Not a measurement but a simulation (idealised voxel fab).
Module name: voxel capacitor over wiring (process module)
The figure presents cross-section cut, which has a width of 180 nm and is divided into square cells with an edge length of 5 nm.
Heads up, the way a cross-section reads in here is a grid of square cells, handed over as bands from the top down, with every band being one or more rows of cells.
Per band: top height and bottom height in nm, followed by the left-to-right materials and their widths in nm; "full width" marks a single material spanning edge to edge, "empty" marks empty space.
Ref level 0: as-received wafer is one material below here. Bottom band extends down with no lower bound ("0 and below").
The expression "30 to 40" gives the width at the extremes of the band, the first number at its top row of cells and the second at its bottom row, with the width changing by equal amounts from each row to the next in between.
What does "all unchanged" mean for a step? It means no cell of the cross-section changed in that step.
This entry, "Closed void listing", enumerates those empty regions of no fewer than 8 cells that possess no open connection to the top. Each region is reported in the form width x height at distance, the distance being taken from the left edge, with all three quantities expressed in nm.
It should be noted that, on the line of a given step, the content following the step's settings is a remark produced by the simulator itself with respect to that step.
The setting "overlay nm" may be written on the line of a step. When the step uses a mask, the value reports how far to the right of the planned place the mask lay, and a negative value reports that it lay to the left.
Reading guide: pairs of cross-sections, before and after one process step; after view cut off at lowest changed band; step and settings listed under each pair. Pairs may stem from different runs of this module on the same starting wafer; continuity with the pair above only where the "Before the step" entry states it.
-- Before the step
> 0 and below | Si full width
> Closed void listing: none
-- Resultant Cross-Section
> 10 down to 0 | SiO2 full width
> Everything under 0 stays put, no change at all.
> Closed void listing: none
Name the step between the before and after sections above: CONFORMAL_DEP: material SiO2, thk nm 10
Before the step: as shown after the step in the preceding pair, directly above.
-- Resultant Cross-Section
> 15 down to 10 | SiN full width
> Everything under 10 stays put, no change at all.
> Closed void listing: none
Name the step between the before and after sections above: CONFORMAL_DEP: material SiN, thk nm 5
Before the step: as shown after the step in the preceding pair, directly above.
-- Resultant Cross-Section
> 30 down to 15 | lowk full width
> Everything under 15 stays put, no change at all.
> Closed void listing: none
Name the step between the before and after sections above: DIRECTIONAL_DEP: material lowk, thk nm 15
Before the step: as shown after the step in the preceding pair, directly above.
-- Resultant Cross-Section
> 40 down to 30 | aC full width
> Everything under 30 stays put, no change at all.
> Closed void listing: none
Name the step between the before and after sections above: DIRECTIONAL_DEP: material aC, thk nm 10
Before the step: as shown after the step in the preceding pair, directly above.
-- Resultant Cross-Section
> 70 down to 40 | resist 40  empty 20  resist 60  empty 20  resist 40
> Everything under 40 stays put, no change at all.
> Closed void listing: none
Name the step between the before and after sections above: PATTERN: tone open, mask id METAL_1, material resist, width nm 20, pitch nm 80, thk nm 30, overlay nm 0
Before the step: as shown after the step in the preceding pair, directly above.
-- Resultant Cross-Section
> 60 down to 40 | resist 40  empty 20  resist 60  empty 20  resist 40
> 40 down to 30 | aC 40  empty 20  aC 60  empty 20  aC 40
> Everything under 30 stays put, no change at all.
> Closed void listing: none
Name the step between the before and after sections above: DIRECTIONAL_ETCH: etch materials aC, depth nm 10
Before the step: as shown after the step in the preceding pair, directly above.
-- Resultant Cross-Section
> 40 down to 30 | aC 40  empty 20  aC 60  empty 20  aC 40
> Everything under 30 stays put, no change at all.
> Closed void listing: none
Name the step between the before and after sections above: STRIP: etch materials resist
Before the step: as shown after the step in the preceding pair, directly above.
-- Resultant Cross-Section
> 40 down to 30 | aC 40  empty 20  aC 60  empty 20  aC 40
> 30 down to 15 | lowk 40  empty 20  lowk 60  empty 20  lowk 40
> Everything under 15 stays put, no change at all.
> Closed void listing: none
Name the step between the before and after sections above: DIRECTIONAL_ETCH: etch materials lowk, depth nm 15
Before the step: as shown after the step in the preceding pair, directly above.
-- Resultant Cross-Section
> 40 down to 30 | aC 40  empty 20  aC 60  empty 20  aC 40
> 30 down to 15 | lowk 40  empty 20  lowk 60  empty 20  lowk 40
> 15 down to 10 | SiN 40  empty 20  SiN 60  empty 20  SiN 40
> Everything under 10 stays put, no change at all.
> Closed void listing: none
Name the step between the before and after sections above: DIRECTIONAL_ETCH: etch materials SiN, depth nm 5
Before the step: as shown after the step in the preceding pair, directly above.
-- Resultant Cross-Section
> 30 down to 15 | lowk 40  empty 20  lowk 60  empty 20  lowk 40
> Everything under 15 stays put, no change at all.
> Closed void listing: none
Name the step between the before and after sections above: STRIP: etch materials aC
Before the step: as shown after the step in the preceding pair, directly above.
-- Resultant Cross-Section
> 35 down to 30 | TiN 45  empty 10  TiN 70  empty 10  TiN 45
> 30 down to 15 | lowk 40  TiN 5  empty 10  TiN 5  lowk 60  TiN 5  empty 10  TiN 5  lowk 40
> 15 down to 10 | SiN 40  TiN 20  SiN 60  TiN 20  SiN 40
> Everything under 10 stays put, no change at all.
> Closed void listing: none
Name the step between the before and after sections above: CONFORMAL_DEP: material TiN, thk nm 5
Before the step: as shown after the step in the preceding pair, directly above.
-- Resultant Cross-Section
> 45 down to 35 | W full width
> 35 down to 30 | TiN 45  W 10  TiN 70  W 10  TiN 45
> 30 down to 15 | lowk 40  TiN 5  W 10  TiN 5  lowk 60  TiN 5  W 10  TiN 5  lowk 40
> Everything under 15 stays put, no change at all.
> Closed void listing: none
Name the step between the before and after sections above: FILL_DEP: material W, thk nm 10
Before the step: as shown after the step in the preceding pair, directly above.
-- Resultant Cross-Section
> 30 down to 15 | lowk 40  TiN 5  W 10  TiN 5  lowk 60  TiN 5  W 10  TiN 5  lowk 40
> Everything under 15 stays put, no change at all.
> Closed void listing: none
Name the step between the before and after sections above: CMP: height nm 30
Before the step: as shown after the step in the preceding pair, directly above.
-- Resultant Cross-Section
> 35 down to 30 | empty 35  Ru 30  empty 50  Ru 30  empty 35
> Everything under 30 stays put, no change at all.
> Closed void listing: none
Name the step between the before and after sections above: EPI: material Ru, thk nm 5
Before the step: as shown after the step in the preceding pair, directly above.
-- Resultant Cross-Section
> 40 down to 35 | SiCN full width
> 35 down to 30 | SiCN 35  Ru 30  SiCN 50  Ru 30  SiCN 35
> Everything under 30 stays put, no change at all.
> Closed void listing: none
Name the step between the before and after sections above: FILL_DEP: material SiCN, thk nm 5
Before the step: as shown after the step in the preceding pair, directly above.
-- Resultant Cross-Section
> 60 down to 40 | lowk full width
> Everything under 40 stays put, no change at all.
> Closed void listing: none
Name the step between the before and after sections above: DIRECTIONAL_DEP: material lowk, thk nm 20
Before the step: as shown after the step in the preceding pair, directly above.
-- Resultant Cross-Section
> 60 down to 40 | lowk 45  empty 15  lowk 120
> Everything under 40 stays put, no change at all.
> Closed void listing: none
Name the step between the before and after sections above: MASKED_ETCH: tone open, mask id PLUG_1, width nm 15, etch materials lowk, depth nm 20, overlay nm 0
Before the step: as shown after the step in the preceding pair, directly above.
-- Resultant Cross-Section
> 60 down to 40 | lowk 45  empty 15  lowk 120
> 40 down to 35 | SiCN 45  empty 15  SiCN 120
> Everything under 35 stays put, no change at all.
> Closed void listing: none
Name the step between the before and after sections above: MASKED_ETCH: tone open, mask id PLUG_1, width nm 15, etch materials SiCN, depth nm 5, overlay nm 0
Before the step: as shown after the step in the preceding pair, directly above.
-- Resultant Cross-Section
> 65 down to 60 | TiN 50  empty 5  TiN 125
> 60 down to 40 | lowk 45  TiN 5  empty 5  TiN 5  lowk 120
> 40 down to 35 | SiCN 45  TiN 15  SiCN 120
> Everything under 35 stays put, no change at all.
> Closed void listing: none
Name the step between the before and after sections above: CONFORMAL_DEP: material TiN, thk nm 5
Before the step: as shown after the step in the preceding pair, directly above.
-- Resultant Cross-Section
> 75 down to 65 | Cu full width
> 65 down to 60 | TiN 50  Cu 5  TiN 125
> 60 down to 40 | lowk 45  TiN 5  Cu 5  TiN 5  lowk 120
> Everything under 40 stays put, no change at all.
> Closed void listing: none
Name the step between the before and after sections above: FILL_DEP: material Cu, thk nm 10
Before the step: as shown after the step in the preceding pair, directly above.
-- Resultant Cross-Section
> 60 down to 40 | lowk 45  TiN 5  Cu 5  TiN 5  lowk 120
> Everything under 40 stays put, no change at all.
> Closed void listing: none
Name the step between the before and after sections above: CMP: height nm 60
Before the step: as shown after the step in the preceding pair, directly above.
-- Resultant Cross-Section
> 70 down to 60 | TiN full width
> Everything under 60 stays put, no change at all.
> Closed void listing: none
Name the step between the before and after sections above: DIRECTIONAL_DEP: material TiN, thk nm 10
Before the step: as shown after the step in the preceding pair, directly above.
-- Resultant Cross-Section
> 75 down to 70 | Al2O3 full width
> Everything under 70 stays put, no change at all.
> Closed void listing: none
Name the step between the before and after sections above: DIRECTIONAL_DEP: material Al2O3, thk nm 5
Before the step: as shown after the step in the preceding pair, directly above.
-- Resultant Cross-Section
> 85 down to 75 | TiN full width
> Everything under 75 stays put, no change at all.
> Closed void listing: none
Name the step between the before and after sections above: DIRECTIONAL_DEP: material TiN, thk nm 10
Before the step: as shown after the step in the preceding pair, directly above.
-- Resultant Cross-Section
> 95 down to 85 | aC full width
> Everything under 85 stays put, no change at all.
> Closed void listing: none
Name the step between the before and after sections above: DIRECTIONAL_DEP: material aC, thk nm 10
Before the step: as shown after the step in the preceding pair, directly above.
-- Resultant Cross-Section
> 125 down to 95 | empty 45  resist 65  empty 70
> Everything under 95 stays put, no change at all.
> Closed void listing: none
Name the step between the before and after sections above: PATTERN: tone cover, mask id UPPER_PLATE, material resist, width nm 65, thk nm 30, overlay nm 0
Before the step: as shown after the step in the preceding pair, directly above.
-- Resultant Cross-Section
> 115 down to 95 | empty 45  resist 65  empty 70
> 95 down to 85 | empty 45  aC 65  empty 70
> Everything under 85 stays put, no change at all.
> Closed void listing: none
Name the step between the before and after sections above: DIRECTIONAL_ETCH: etch materials aC, depth nm 10
Before the step: as shown after the step in the preceding pair, directly above.
-- Resultant Cross-Section
> 95 down to 85 | empty 45  aC 65  empty 70
> Everything under 85 stays put, no change at all.
> Closed void listing: none
Name the step between the before and after sections above: STRIP: etch materials resist
Before the step: as shown after the step in the preceding pair, directly above.
-- Resultant Cross-Section
> 95 down to 85 | empty 45  aC 65  empty 70
> 85 down to 75 | empty 45  TiN 65  empty 70
> Everything under 75 stays put, no change at all.
> Closed void listing: none
Name the step between the before and after sections above: DIRECTIONAL_ETCH: etch materials TiN, depth nm 10
Before the step: as shown after the step in the preceding pair, directly above.
-- Resultant Cross-Section
> 95 down to 85 | empty 45  aC 65  empty 70
> 85 down to 75 | empty 45  TiN 65  empty 70
> 75 down to 70 | empty 45  Al2O3 65  empty 70
> Everything under 70 stays put, no change at all.
> Closed void listing: none
Name the step between the before and after sections above: DIRECTIONAL_ETCH: etch materials Al2O3, depth nm 5
Before the step: as shown after the step in the preceding pair, directly above.
-- Resultant Cross-Section
> 85 down to 75 | empty 45  TiN 65  empty 70
> Everything under 75 stays put, no change at all.
> Closed void listing: none
Name the step between the before and after sections above: STRIP: etch materials aC
Before the step: as shown after the step in the preceding pair, directly above.
-- Resultant Cross-Section
> 100 down to 85 | empty 45  aC 65  empty 70
> 85 down to 75 | aC 45  TiN 65  aC 70
> 75 down to 70 | aC 45  Al2O3 65  aC 70
> Everything under 70 stays put, no change at all.
> Closed void listing: none
Name the step between the before and after sections above: DIRECTIONAL_DEP: material aC, thk nm 15
Before the step: as shown after the step in the preceding pair, directly above.
-- Resultant Cross-Section
> 130 down to 100 | empty 40  resist 75  empty 65
> 100 down to 85 | empty 40  resist 5  aC 65  resist 5  empty 65
> Everything under 85 stays put, no change at all.
> Closed void listing: none
Name the step between the before and after sections above: PATTERN: tone cover, mask id LOWER_PLATE, material resist, width nm 75, thk nm 30, overlay nm 0
Before the step: as shown after the step in the preceding pair, directly above.
-- Resultant Cross-Section
> 115 down to 100 | empty 40  resist 75  empty 65
> 100 down to 85 | empty 40  resist 5  aC 65  resist 5  empty 65
> 85 down to 75 | empty 40  aC 5  TiN 65  aC 5  empty 65
> 75 down to 70 | empty 40  aC 5  Al2O3 65  aC 5  empty 65
> Everything under 70 stays put, no change at all.
> Closed void listing: none
Name the step between the before and after sections above: DIRECTIONAL_ETCH: etch materials aC, depth nm 15
Before the step: as shown after the step in the preceding pair, directly above.
-- Resultant Cross-Section
> 100 down to 85 | empty 45  aC 65  empty 70
> Everything under 85 stays put, no change at all.
> Closed void listing: none
Name the step between the before and after sections above: STRIP: etch materials resist
Before the step: as shown after the step in the preceding pair, directly above.
-- Resultant Cross-Section
> 100 down to 85 | empty 45  aC 65  empty 70
> 85 down to 75 | empty 40  aC 5  TiN 65  aC 5  empty 65
> 75 down to 70 | empty 40  aC 5  Al2O3 65  aC 5  empty 65
> 70 down to 60 | empty 40  TiN 75  empty 65
> Everything under 60 stays put, no change at all.
> Closed void listing: none
Name the step between the before and after sections above: DIRECTIONAL_ETCH: etch materials TiN, depth nm 10
Before the step: as shown after the step in the preceding pair, directly above.
-- Resultant Cross-Section
> 85 down to 75 | empty 45  TiN 65  empty 70
> 75 down to 70 | empty 45  Al2O3 65  empty 70
> Everything under 70 stays put, no change at all.
> Closed void listing: none
Name the step between the before and after sections above: STRIP: etch materials aC
Before the step: as shown after the step in the preceding pair, directly above.
-- Resultant Cross-Section
> 100 down to 85 | SiO2 full width
> 85 down to 75 | SiO2 45  TiN 65  SiO2 70
> 75 down to 70 | SiO2 45  Al2O3 65  SiO2 70
> 70 down to 60 | SiO2 40  TiN 75  SiO2 65
> Everything under 60 stays put, no change at all.
> Closed void listing: none
Name the step between the before and after sections above: FILL_DEP: material SiO2, thk nm 15
Before the step: as shown after the step in the preceding pair, directly above.
-- Resultant Cross-Section
> 95 down to 85 | SiO2 full width
> Everything under 85 stays put, no change at all.
> Closed void listing: none
Name the step between the before and after sections above: CMP: height nm 95
Before the step: as shown after the step in the preceding pair, directly above.
-- Resultant Cross-Section
> 95 down to 85 | SiO2 55  empty 15  SiO2 110
> Everything under 85 stays put, no change at all.
> Closed void listing: none
Name the step between the before and after sections above: MASKED_ETCH: tone open, mask id PLUG_2, width nm 15, etch materials SiO2, depth nm 10, overlay nm 0
Before the step: as shown after the step in the preceding pair, directly above.
-- Resultant Cross-Section
> 100 down to 95 | TiN 60  empty 5  TiN 115
> 95 down to 90 | SiO2 55  TiN 5  empty 5  TiN 5  SiO2 110
> 90 down to 85 | SiO2 55  TiN 15  SiO2 110
> Everything under 85 stays put, no change at all.
> Closed void listing: none
Name the step between the before and after sections above: CONFORMAL_DEP: material TiN, thk nm 5
Before the step: as shown after the step in the preceding pair, directly above.
-- Resultant Cross-Section
> 110 down to 100 | W full width
> 100 down to 95 | TiN 60  W 5  TiN 115
> 95 down to 90 | SiO2 55  TiN 5  W 5  TiN 5  SiO2 110
> Everything under 90 stays put, no change at all.
> Closed void listing: none
Name the step between the before and after sections above: FILL_DEP: material W, thk nm 10
Before the step: as shown after the step in the preceding pair, directly above.
-- Resultant Cross-Section
> 95 down to 90 | SiO2 55  TiN 5  W 5  TiN 5  SiO2 110
> Everything under 90 stays put, no change at all.
> Closed void listing: none
Name the step between the before and after sections above: CMP: height nm 95
Before the step: as shown after the step in the preceding pair, directly above.
-- Resultant Cross-Section
> 100 down to 95 | SiCN full width
> Everything under 95 stays put, no change at all.
> Closed void listing: none
Name the step between the before and after sections above: CONFORMAL_DEP: material SiCN, thk nm 5
-- Before the step
> 110 down to 100 | W full width
> 100 down to 95 | TiN 60  W 5  TiN 115
> 95 down to 90 | SiO2 55  TiN 5  W 5  TiN 5  SiO2 110
> 90 down to 85 | SiO2 55  TiN 15  SiO2 110
> 85 down to 75 | SiO2 45  TiN 65  SiO2 70
> 75 down to 70 | SiO2 45  Al2O3 65  SiO2 70
> 70 down to 60 | SiO2 40  TiN 75  SiO2 65
> 60 down to 40 | lowk 45  TiN 5  Cu 5  TiN 5  lowk 120
> 40 down to 35 | SiCN 45  TiN 15  SiCN 120
> 35 down to 30 | SiCN 35  Ru 30  SiCN 50  Ru 30  SiCN 35
> 30 down to 15 | lowk 40  TiN 5  W 10  TiN 5  lowk 60  TiN 5  W 10  TiN 5  lowk 40
> 15 down to 10 | SiN 40  TiN 20  SiN 60  TiN 20  SiN 40
> 10 down to 0 | SiO2 full width
> 0 and below | Si full width
> Closed void listing: none
-- Resultant Cross-Section
> 115 down to 110 | SiCN full width
> Everything under 110 stays put, no change at all.
> Closed void listing: none
Name the step between the before and after sections above: CONFORMAL_DEP: material SiCN, thk nm 5
-- Before the step
> 70 down to 60 | TiN full width
> 60 down to 40 | lowk 45  TiN 5  Cu 5  TiN 5  lowk 120
> 40 down to 35 | SiCN 45  TiN 15  SiCN 120
> 35 down to 30 | SiCN 35  Ru 30  SiCN 50  Ru 30  SiCN 35
> 30 down to 15 | lowk 40  TiN 5  W 10  TiN 5  lowk 60  TiN 5  W 10  TiN 5  lowk 40
> 15 down to 10 | SiN 40  TiN 20  SiN 60  TiN 20  SiN 40
> 10 down to 0 | SiO2 full width
> 0 and below | Si full width
> Closed void listing: none
-- Resultant Cross-Section
> 80 down to 60 | TiN full width
> Everything under 60 stays put, no change at all.
> Closed void listing: none
Name the step between the before and after sections above: DIRECTIONAL_DEP: material TiN, thk nm 10
Before the step: as shown after the step in the preceding pair, directly above.
-- Resultant Cross-Section
> 85 down to 80 | Al2O3 full width
> Everything under 80 stays put, no change at all.
> Closed void listing: none
Name the step between the before and after sections above: DIRECTIONAL_DEP: material Al2O3, thk nm 5
Before the step: as shown after the step in the preceding pair, directly above.
-- Resultant Cross-Section
> 95 down to 85 | aC full width
> Everything under 85 stays put, no change at all.
> Closed void listing: none
Name the step between the before and after sections above: DIRECTIONAL_DEP: material aC, thk nm 10
Before the step: as shown after the step in the preceding pair, directly above.
-- Resultant Cross-Section
> 125 down to 95 | empty 45  resist 65  empty 70
> Everything under 95 stays put, no change at all.
> Closed void listing: none
Name the step between the before and after sections above: PATTERN: tone cover, mask id UPPER_PLATE, material resist, width nm 65, thk nm 30, overlay nm 0
Before the step: as shown after the step in the preceding pair, directly above.
-- Resultant Cross-Section
> 115 down to 95 | empty 45  resist 65  empty 70
> 95 down to 85 | empty 45  aC 65  empty 70
> Everything under 85 stays put, no change at all.
> Closed void listing: none
Name the step between the before and after sections above: DIRECTIONAL_ETCH: etch materials aC, depth nm 10
Before the step: as shown after the step in the preceding pair, directly above.
-- Resultant Cross-Section
> 95 down to 85 | empty 45  aC 65  empty 70
> Everything under 85 stays put, no change at all.
> Closed void listing: none
Name the step between the before and after sections above: STRIP: etch materials resist
Before the step: as shown after the step in the preceding pair, directly above.
-- Resultant Cross-Section
> 95 down to 85 | empty 45  aC 65  empty 70
> 85 down to 80 | empty 45  Al2O3 65  empty 70
> Everything under 80 stays put, no change at all.
> Closed void listing: none
Name the step between the before and after sections above: DIRECTIONAL_ETCH: etch materials Al2O3, depth nm 5
Before the step: as shown after the step in the preceding pair, directly above.
-- Resultant Cross-Section
> 85 down to 80 | empty 45  Al2O3 65  empty 70
> Everything under 80 stays put, no change at all.
> Closed void listing: none
Name the step between the before and after sections above: STRIP: etch materials aC
Before the step: as shown after the step in the preceding pair, directly above.
-- Resultant Cross-Section
> 100 down to 95 | empty 45  aC 65  empty 70
> 95 down to 85 | aC full width
> 85 down to 80 | aC 45  Al2O3 65  aC 70
> Everything under 80 stays put, no change at all.
> Closed void listing: none
Name the step between the before and after sections above: DIRECTIONAL_DEP: material aC, thk nm 15
Before the step: as shown after the step in the preceding pair, directly above.
-- Resultant Cross-Section
> 130 down to 100 | empty 40  resist 75  empty 65
> 100 down to 95 | empty 40  resist 5  aC 65  resist 5  empty 65
> Everything under 95 stays put, no change at all.
> Closed void listing: none
Name the step between the before and after sections above: PATTERN: tone cover, mask id LOWER_PLATE, material resist, width nm 75, thk nm 30, overlay nm 0
Before the step: as shown after the step in the preceding pair, directly above.
-- Resultant Cross-Section
> 115 down to 100 | empty 40  resist 75  empty 65
> 100 down to 95 | empty 40  resist 5  aC 65  resist 5  empty 65
> 95 down to 85 | empty 40  aC 75  empty 65
> 85 down to 80 | empty 40  aC 5  Al2O3 65  aC 5  empty 65
> Everything under 80 stays put, no change at all.
> Closed void listing: none
Name the step between the before and after sections above: DIRECTIONAL_ETCH: etch materials aC, depth nm 15
Before the step: as shown after the step in the preceding pair, directly above.
-- Resultant Cross-Section
> 100 down to 95 | empty 45  aC 65  empty 70
> Everything under 95 stays put, no change at all.
> Closed void listing: none
Name the step between the before and after sections above: STRIP: etch materials resist
Before the step: as shown after the step in the preceding pair, directly above.
-- Resultant Cross-Section
> 100 down to 95 | empty 45  aC 65  empty 70
> 95 down to 85 | empty 40  aC 75  empty 65
> 85 down to 80 | empty 40  aC 5  Al2O3 65  aC 5  empty 65
> 80 down to 70 | empty 40  TiN 75  empty 65
> Everything under 70 stays put, no change at all.
> Closed void listing: none
Name the step between the before and after sections above: DIRECTIONAL_ETCH: etch materials TiN, depth nm 10
Before the step: as shown after the step in the preceding pair, directly above.
-- Resultant Cross-Section
> 85 down to 80 | empty 45  Al2O3 65  empty 70
> Everything under 80 stays put, no change at all.
> Closed void listing: none
Name the step between the before and after sections above: STRIP: etch materials aC
Before the step: as shown after the step in the preceding pair, directly above.
-- Resultant Cross-Section
> 100 down to 85 | SiO2 full width
> 85 down to 80 | SiO2 45  Al2O3 65  SiO2 70
> 80 down to 70 | SiO2 40  TiN 75  SiO2 65
> Everything under 70 stays put, no change at all.
> Closed void listing: none
Name the step between the before and after sections above: FILL_DEP: material SiO2, thk nm 15
Before the step: as shown after the step in the preceding pair, directly above.
-- Resultant Cross-Section
> 95 down to 85 | SiO2 full width
> Everything under 85 stays put, no change at all.
> Closed void listing: none
Name the step between the before and after sections above: CMP: height nm 95
Before the step: as shown after the step in the preceding pair, directly above.
-- Resultant Cross-Section
> 95 down to 85 | SiO2 55  empty 15  SiO2 110
> Everything under 85 stays put, no change at all.
> Closed void listing: none
Name the step between the before and after sections above: MASKED_ETCH: tone open, mask id PLUG_2, width nm 15, etch materials SiO2, depth nm 10, overlay nm 0
Before the step: as shown after the step in the preceding pair, directly above.
-- Resultant Cross-Section
> 100 down to 95 | TiN 60  empty 5  TiN 115
> 95 down to 90 | SiO2 55  TiN 5  empty 5  TiN 5  SiO2 110
> 90 down to 85 | SiO2 55  TiN 15  SiO2 110
> Everything under 85 stays put, no change at all.
> Closed void listing: none
Name the step between the before and after sections above: CONFORMAL_DEP: material TiN, thk nm 5
Before the step: as shown after the step in the preceding pair, directly above.
-- Resultant Cross-Section
> 110 down to 100 | W full width
> 100 down to 95 | TiN 60  W 5  TiN 115
> 95 down to 90 | SiO2 55  TiN 5  W 5  TiN 5  SiO2 110
> Everything under 90 stays put, no change at all.
> Closed void listing: none
Name the step between the before and after sections above: FILL_DEP: material W, thk nm 10
Before the step: as shown after the step in the preceding pair, directly above.
-- Resultant Cross-Section
> 95 down to 90 | SiO2 55  TiN 5  W 5  TiN 5  SiO2 110
> Everything under 90 stays put, no change at all.
> Closed void listing: none
Name the step between the before and after sections above: CMP: height nm 95
Before the step: as shown after the step in the preceding pair, directly above.
-- Resultant Cross-Section
> 100 down to 95 | SiCN full width
> Everything under 95 stays put, no change at all.
> Closed void listing: none
Name the step between the before and after sections above: CONFORMAL_DEP: material SiCN, thk nm 5
-- Before the step
> 70 down to 60 | TiN full width
> 60 down to 40 | lowk 45  TiN 5  Cu 5  TiN 5  lowk 120
> 40 down to 35 | SiCN 45  TiN 15  SiCN 120
> 35 down to 30 | SiCN 35  Ru 30  SiCN 50  Ru 30  SiCN 35
> 30 down to 15 | lowk 40  TiN 5  W 10  TiN 5  lowk 60  TiN 5  W 10  TiN 5  lowk 40
> 15 down to 10 | SiN 40  TiN 20  SiN 60  TiN 20  SiN 40
> 10 down to 0 | SiO2 full width
> 0 and below | Si full width
> Closed void listing: none
-- Resultant Cross-Section
> 85 down to 70 | Al2O3 full width
> Everything under 70 stays put, no change at all.
> Closed void listing: none
Name the step between the before and after sections above: DIRECTIONAL_DEP: material Al2O3, thk nm 15
Before the step: as shown after the step in the preceding pair, directly above.
-- Resultant Cross-Section
> 95 down to 85 | TiN full width
> Everything under 85 stays put, no change at all.
> Closed void listing: none
Name the step between the before and after sections above: DIRECTIONAL_DEP: material TiN, thk nm 10
Before the step: as shown after the step in the preceding pair, directly above.
-- Resultant Cross-Section
> 105 down to 95 | aC full width
> Everything under 95 stays put, no change at all.
> Closed void listing: none
Name the step between the before and after sections above: DIRECTIONAL_DEP: material aC, thk nm 10
Before the step: as shown after the step in the preceding pair, directly above.
-- Resultant Cross-Section
> 135 down to 105 | empty 45  resist 65  empty 70
> Everything under 105 stays put, no change at all.
> Closed void listing: none
Name the step between the before and after sections above: PATTERN: tone cover, mask id UPPER_PLATE, material resist, width nm 65, thk nm 30, overlay nm 0
Before the step: as shown after the step in the preceding pair, directly above.
-- Resultant Cross-Section
> 125 down to 105 | empty 45  resist 65  empty 70
> 105 down to 95 | empty 45  aC 65  empty 70
> Everything under 95 stays put, no change at all.
> Closed void listing: none
Name the step between the before and after sections above: DIRECTIONAL_ETCH: etch materials aC, depth nm 10
Before the step: as shown after the step in the preceding pair, directly above.
-- Resultant Cross-Section
> 105 down to 95 | empty 45  aC 65  empty 70
> Everything under 95 stays put, no change at all.
> Closed void listing: none
Name the step between the before and after sections above: STRIP: etch materials resist
Before the step: as shown after the step in the preceding pair, directly above.
-- Resultant Cross-Section
> 105 down to 95 | empty 45  aC 65  empty 70
> 95 down to 85 | empty 45  TiN 65  empty 70
> Everything under 85 stays put, no change at all.
> Closed void listing: none
Name the step between the before and after sections above: DIRECTIONAL_ETCH: etch materials TiN, depth nm 10
Before the step: as shown after the step in the preceding pair, directly above.
-- Resultant Cross-Section
> 105 down to 95 | empty 45  aC 65  empty 70
> 95 down to 85 | empty 45  TiN 65  empty 70
> 85 down to 80 | empty 45  Al2O3 65  empty 70
> Everything under 80 stays put, no change at all.
> Closed void listing: none
Name the step between the before and after sections above: DIRECTIONAL_ETCH: etch materials Al2O3, depth nm 5
Before the step: as shown after the step in the preceding pair, directly above.
-- Resultant Cross-Section
> 95 down to 85 | empty 45  TiN 65  empty 70
> Everything under 85 stays put, no change at all.
> Closed void listing: none
Name the step between the before and after sections above: STRIP: etch materials aC
Before the step: as shown after the step in the preceding pair, directly above.
-- Resultant Cross-Section
> 110 down to 95 | empty 45  aC 65  empty 70
> 95 down to 85 | aC 45  TiN 65  aC 70
> 85 down to 80 | aC 45  Al2O3 65  aC 70
> Everything under 80 stays put, no change at all.
> Closed void listing: none
Name the step between the before and after sections above: DIRECTIONAL_DEP: material aC, thk nm 15
Before the step: as shown after the step in the preceding pair, directly above.
-- Resultant Cross-Section
> 140 down to 110 | empty 40  resist 75  empty 65
> 110 down to 95 | empty 40  resist 5  aC 65  resist 5  empty 65
> Everything under 95 stays put, no change at all.
> Closed void listing: none
Name the step between the before and after sections above: PATTERN: tone cover, mask id LOWER_PLATE, material resist, width nm 75, thk nm 30, overlay nm 0
Before the step: as shown after the step in the preceding pair, directly above.
-- Resultant Cross-Section
> 125 down to 110 | empty 40  resist 75  empty 65
> 110 down to 95 | empty 40  resist 5  aC 65  resist 5  empty 65
> 95 down to 85 | empty 40  aC 5  TiN 65  aC 5  empty 65
> 85 down to 80 | empty 40  aC 5  Al2O3 65  aC 5  empty 65
> Everything under 80 stays put, no change at all.
> Closed void listing: none
Name the step between the before and after sections above: DIRECTIONAL_ETCH: etch materials aC, depth nm 15
Before the step: as shown after the step in the preceding pair, directly above.
-- Resultant Cross-Section
> 110 down to 95 | empty 45  aC 65  empty 70
> Everything under 95 stays put, no change at all.
> Closed void listing: none
Name the step between the before and after sections above: STRIP: etch materials resist
Before the step: as shown after the step in the preceding pair, directly above.
-- Resultant Cross-Section
> 95 down to 85 | empty 45  TiN 65  empty 70
> 85 down to 80 | empty 45  Al2O3 65  empty 70
> Everything under 80 stays put, no change at all.
> Closed void listing: none
Name the step between the before and after sections above: STRIP: etch materials aC
Before the step: as shown after the step in the preceding pair, directly above.
-- Resultant Cross-Section
> 110 down to 95 | SiO2 full width
> 95 down to 85 | SiO2 45  TiN 65  SiO2 70
> 85 down to 80 | SiO2 45  Al2O3 65  SiO2 70
> Everything under 80 stays put, no change at all.
> Closed void listing: none
Name the step between the before and after sections above: FILL_DEP: material SiO2, thk nm 15
Before the step: as shown after the step in the preceding pair, directly above.
-- Resultant Cross-Section
> 95 down to 85 | SiO2 45  TiN 65  SiO2 70
> Everything under 85 stays put, no change at all.
> Closed void listing: none
Name the step between the before and after sections above: CMP: height nm 95
Before the step: as shown after the step in the preceding pair, directly above.
-- Resultant Cross-Section
> 100 down to 95 | TiN full width
> Everything under 95 stays put, no change at all.
> Closed void listing: none
Name the step between the before and after sections above: CONFORMAL_DEP: material TiN, thk nm 5
Before the step: as shown after the step in the preceding pair, directly above.
-- Resultant Cross-Section
> 110 down to 100 | W full width
> Everything under 100 stays put, no change at all.
> Closed void listing: none
Name the step between the before and after sections above: FILL_DEP: material W, thk nm 10
Before the step: as shown after the step in the preceding pair, directly above.
-- Resultant Cross-Section
> 95 down to 85 | SiO2 45  TiN 65  SiO2 70
> Everything under 85 stays put, no change at all.
> Closed void listing: none
Name the step between the before and after sections above: CMP: height nm 95
Before the step: as shown after the step in the preceding pair, directly above.
-- Resultant Cross-Section
> 100 down to 95 | SiCN full width
> Everything under 95 stays put, no change at all.
> Closed void listing: none
Name the step between the before and after sections above: CONFORMAL_DEP: material SiCN, thk nm 5
-- Before the step
> 95 down to 85 | aC full width
> 85 down to 75 | TiN full width
> 75 down to 70 | Al2O3 full width
> 70 down to 60 | TiN full width
> 60 down to 40 | lowk 45  TiN 5  Cu 5  TiN 5  lowk 120
> 40 down to 35 | SiCN 45  TiN 15  SiCN 120
> 35 down to 30 | SiCN 35  Ru 30  SiCN 50  Ru 30  SiCN 35
> 30 down to 15 | lowk 40  TiN 5  W 10  TiN 5  lowk 60  TiN 5  W 10  TiN 5  lowk 40
> 15 down to 10 | SiN 40  TiN 20  SiN 60  TiN 20  SiN 40
> 10 down to 0 | SiO2 full width
> 0 and below | Si full width
> Closed void listing: none
-- Resultant Cross-Section
> 125 down to 95 | empty 45  resist 70  empty 65
> Everything under 95 stays put, no change at all.
> Closed void listing: none
Name the step between the before and after sections above: PATTERN: tone cover, mask id UPPER_PLATE, material resist, width nm 70, thk nm 30, overlay nm 0
Before the step: as shown after the step in the preceding pair, directly above.
-- Resultant Cross-Section
> 115 down to 95 | empty 45  resist 70  empty 65
> 95 down to 85 | empty 45  aC 70  empty 65
> Everything under 85 stays put, no change at all.
> Closed void listing: none
Name the step between the before and after sections above: DIRECTIONAL_ETCH: etch materials aC, depth nm 10
